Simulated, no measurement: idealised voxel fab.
process module | voxel quadruple lines
cross-section cut | 225 nm wide | cells 5 nm
A cross-section is a grid of square cells, given in bands from the top down. A band is one or more rows of cells.
Each band's line starts with the height of the band's top and of its bottom, in nm. Then come its materials from left to right, each with its width in nm. One material with "throughout" fills the band from edge to edge. "air" is empty space.
Height 0 is the level under which the wafer as received is all one material. The lowest band goes on downwards, as in "0 down".
A width such as "30 to 40" changes by the same amount from each row of cells to the next, from the band's top row to its bottom row.
"no change" after a step means that no cell of the cross-section changed.
closed voids: empty space of 8 cells or more with no open way to the top, each as width x height at its distance from the left edge, in nm
after a step's settings: what the simulator itself notes on the step
overlay nm, on a step with a mask: how far to the right of its planned place the mask lay; to the left if negative
plan
1 op RECEIVE | material Si
2 op CONFORMAL_DEP | material Al2O3 | thk nm 5
3 op DIRECTIONAL_DEP | material TiN | thk nm 15
4 op DIRECTIONAL_DEP | material polySi | thk nm 20
5 op DIRECTIONAL_DEP | material aC | thk nm 25
6 op PATTERN | tone cover | mask id MANDREL | material resist | width nm 25 | pitch nm 80 | thk nm 35 | overlay nm 0
7 op DIRECTIONAL_ETCH | etch materials aC | depth nm 25
8 op STRIP | etch materials resist
9 op CONFORMAL_DEP | material SiO2 | thk nm 15
10 op DIRECTIONAL_ETCH | etch materials SiO2 | depth nm 15
11 op STRIP | etch materials aC
12 op DIRECTIONAL_ETCH | etch materials polySi | depth nm 20
13 op STRIP | etch materials SiO2
14 op CONFORMAL_DEP | material SiCN | thk nm 5
15 op DIRECTIONAL_ETCH | etch materials SiCN | depth nm 5
16 op STRIP | etch materials polySi
17 op DIRECTIONAL_ETCH | etch materials TiN | depth nm 15
18 op STRIP | etch materials SiCN
19 op FILL_DEP | material SiO2 | thk nm 10
20 op CMP | height nm 20
as received, after step 1
  0 down: Si throughout
  closed voids: none
first wafer at the end, as planned
  20 to 5: SiO2 40 | TiN 5 | SiO2 15 | TiN 5 | SiO2 15 | TiN 5 | SiO2 15 | TiN 5 | SiO2 15 | TiN 5 | SiO2 15 | TiN 5 | SiO2 15 | TiN 5 | SiO2 15 | TiN 5 | SiO2 40
  5 to 0: Al2O3 throughout
  0 down: Si throughout
  closed voids: none
second wafer at the end: like start, like plan, one mistake
  20 to 5: SiO2 55 | TiN 5 | SiO2 25 | TiN 5 | SiO2 45 | TiN 5 | SiO2 25 | TiN 5 | SiO2 55
  5 to 0: Al2O3 throughout
  0 down: Si throughout
  closed voids: none
what went wrong: step 6 ran as: op PATTERN | tone open | mask id MANDREL | material resist | width nm 25 | pitch nm 80 | thk nm 35 | overlay nm 0
at the end the second wafer has, in cells: 12 more of SiO2 | 12 fewer of TiN
